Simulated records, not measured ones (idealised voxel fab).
Process module in this document: voxel trench capacitor
Section shown: cut. Width: 285 nm. Cell size: 5 nm, square.
We lay out every cross-section as a grid of square cells and spell it out in bands from the top down, where one band means one or more rows of cells.
This entry defines a band. It first specifies the height of the band's top and the height of its bottom in nm, and then specifies the band's materials from left to right, stating each material with its width in nm. The word "throughout" identifies a single material that fills the band from edge to edge, while the word "empty" identifies empty space.
It should be noted that heights are counted from 0, beneath which the wafer as supplied is of one material throughout, and that the lowest band possesses no lower boundary but continues downward, as written in "0 down".
You'd read "30->40" like this: the band's top row of cells is as wide as the first number, its bottom row is as wide as the second, and going down, every row changes width by the same amount as the row before did.
Reading "everything unchanged" for a step: not a cell of the cross-section changed in it.
The entry titled "Catalogued sealed voids" provides the empty spaces that have no open way to the top, restricted to those of 8 cells or more. Each is presented as width x height at distance, the distance being measured from the left edge, with all three in nm.
after a step's settings: what the simulator itself notes on the step
"overlay nm" on a masked step: distance the mask lay right of its planned place, negative for left.
## Below is the list of planned process steps
- 1: RECEIVE: material Si
- 2: CONFORMAL_DEP: material SiN, thk nm 5
- 3: MASKED_ETCH: tone open, mask id TRENCH, width nm 25, pitch nm 40, etch materials SiN, depth nm 5, overlay nm 0
- 4: MASKED_ETCH: tone open, mask id TRENCH, width nm 25, pitch nm 40, etch materials Si, depth nm 35, overlay nm 0
- 5: CONFORMAL_DEP: material Al2O3, thk nm 5
- 6: CONFORMAL_DEP: material TiN, thk nm 5
- 7: FILL_DEP: material W, thk nm 10
- 8: CMP: height nm 5
## as received, after step 1
  0 down | Si throughout
  Catalogued sealed voids: none
## Cross-sectional result after module completion. Note: starting condition and plan are unchanged from above; one processing mistake was made
  5 to 0 | SiN: 70; TiN: 5; Al2O3: 5; W: 5; Al2O3: 5; TiN: 5; SiN: 15; TiN: 5; Al2O3: 5; W: 5; Al2O3: 5; TiN: 5; SiN: 15; TiN: 5; Al2O3: 5; W: 5; Al2O3: 5; TiN: 5; SiN: 15; TiN: 5; Al2O3: 5; W: 5; Al2O3: 5; TiN: 5; SiN: 70
  0 to -25 | Si: 70; TiN: 5; Al2O3: 5; W: 5; Al2O3: 5; TiN: 5; Si: 15; TiN: 5; Al2O3: 5; W: 5; Al2O3: 5; TiN: 5; Si: 15; TiN: 5; Al2O3: 5; W: 5; Al2O3: 5; TiN: 5; Si: 15; TiN: 5; Al2O3: 5; W: 5; Al2O3: 5; TiN: 5; Si: 70
  -25 to -30 | Si: 70; TiN: 5; Al2O3: 15; TiN: 5; Si: 15; TiN: 5; Al2O3: 15; TiN: 5; Si: 15; TiN: 5; Al2O3: 15; TiN: 5; Si: 15; TiN: 5; Al2O3: 15; TiN: 5; Si: 70
  -30 to -35 | Si: 70; TiN: 25; Si: 15; TiN: 25; Si: 15; TiN: 25; Si: 15; TiN: 25; Si: 70
  -35 down | Si throughout
  Catalogued sealed voids: none
Misprocessing identified: ran 5 and 6 in swapped order versus the plan
